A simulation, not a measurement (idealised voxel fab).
process module | voxel self aligned vias
cross-section cut | 240 nm wide | cells 5 nm
A cross-section is a grid of square cells, given in bands from the top down. A band is one or more rows of cells.
Each band's line starts with the height of the band's top and of its bottom, in nm. Then come its materials from left to right, each with its width in nm. One material with "throughout" fills the band from edge to edge. "air" is empty space.
Height 0 is the level under which the wafer as received is all one material. The lowest band goes on downwards, as in "0 down".
A width such as "30 to 40" changes by the same amount from each row of cells to the next, from the band's top row to its bottom row.
"no change" after a step means that no cell of the cross-section changed.
closed voids: empty space of 8 cells or more with no open way to the top, each as width x height at its distance from the left edge, in nm
after a step's settings: what the simulator itself notes on the step
overlay nm, on a step with a mask: how far to the right of its planned place the mask lay; to the left if negative
plan
1 op RECEIVE | material Si
2 op CONFORMAL_DEP | material SiO2 | thk nm 10
3 op CONFORMAL_DEP | material SiCN | thk nm 5
4 op DIRECTIONAL_DEP | material lowk | thk nm 25
5 op PATTERN | tone open | mask id LINES | material resist | width nm 25 | pitch nm 60 | thk nm 20 | overlay nm 0
6 op DIRECTIONAL_ETCH | etch materials lowk | depth nm 25
7 op STRIP | etch materials resist
8 op CONFORMAL_DEP | material TiN | thk nm 5
9 op FILL_DEP | material W | thk nm 5
10 op CMP | height nm 40
11 op SELECTIVE_ETCH | etch materials W Ru TiN | depth nm 10
12 op FILL_DEP | material SiN | thk nm 10
13 op CMP | height nm 40
14 op DIRECTIONAL_DEP | material lowk | thk nm 20
15 op DIRECTIONAL_DEP | material aC | thk nm 10
16 op PATTERN | tone open | mask id VIAS | material resist | width nm 45 | pitch nm 120 | thk nm 30 | overlay nm 0
17 op DIRECTIONAL_ETCH | etch materials aC | depth nm 10
18 op STRIP | etch materials resist
19 op DIRECTIONAL_ETCH | etch materials lowk | depth nm 20
20 op DIRECTIONAL_ETCH | etch materials SiN | depth nm 10
21 op STRIP | etch materials aC
22 op CONFORMAL_DEP | material TiN | thk nm 5
23 op FILL_DEP | material Cu | thk nm 5
24 op CMP | height nm 60
25 op CONFORMAL_DEP | material SiN | thk nm 5
as received, after step 1
  0 down: Si throughout
  closed voids: none
a wafer at the end: this start, this plan, one mistake
  65 to 60: SiN throughout
  60 to 40: lowk 35 | TiN 5 | Cu 35 | TiN 5 | lowk 75 | TiN 5 | Cu 35 | TiN 5 | lowk 40
  40 to 35: lowk 35 | TiN 5 | Cu 35 | TiN 5 | lowk 25 | SiN 25 | lowk 25 | TiN 5 | Cu 35 | TiN 5 | lowk 40
  35 to 30: lowk 35 | TiN 45 | lowk 25 | SiN 25 | lowk 25 | TiN 45 | lowk 40
  30 to 20: lowk 35 | TiN 15 | W 15 | TiN 15 | lowk 25 | TiN 5 | W 15 | TiN 5 | lowk 25 | TiN 15 | W 15 | TiN 15 | lowk 40
  20 to 15: lowk 45 | TiN 25 | lowk 35 | TiN 25 | lowk 35 | TiN 25 | lowk 50
  15 to 10: SiCN throughout
  10 to 0: SiO2 throughout
  0 down: Si throughout
  closed voids: none
what went wrong: step 19 was run twice
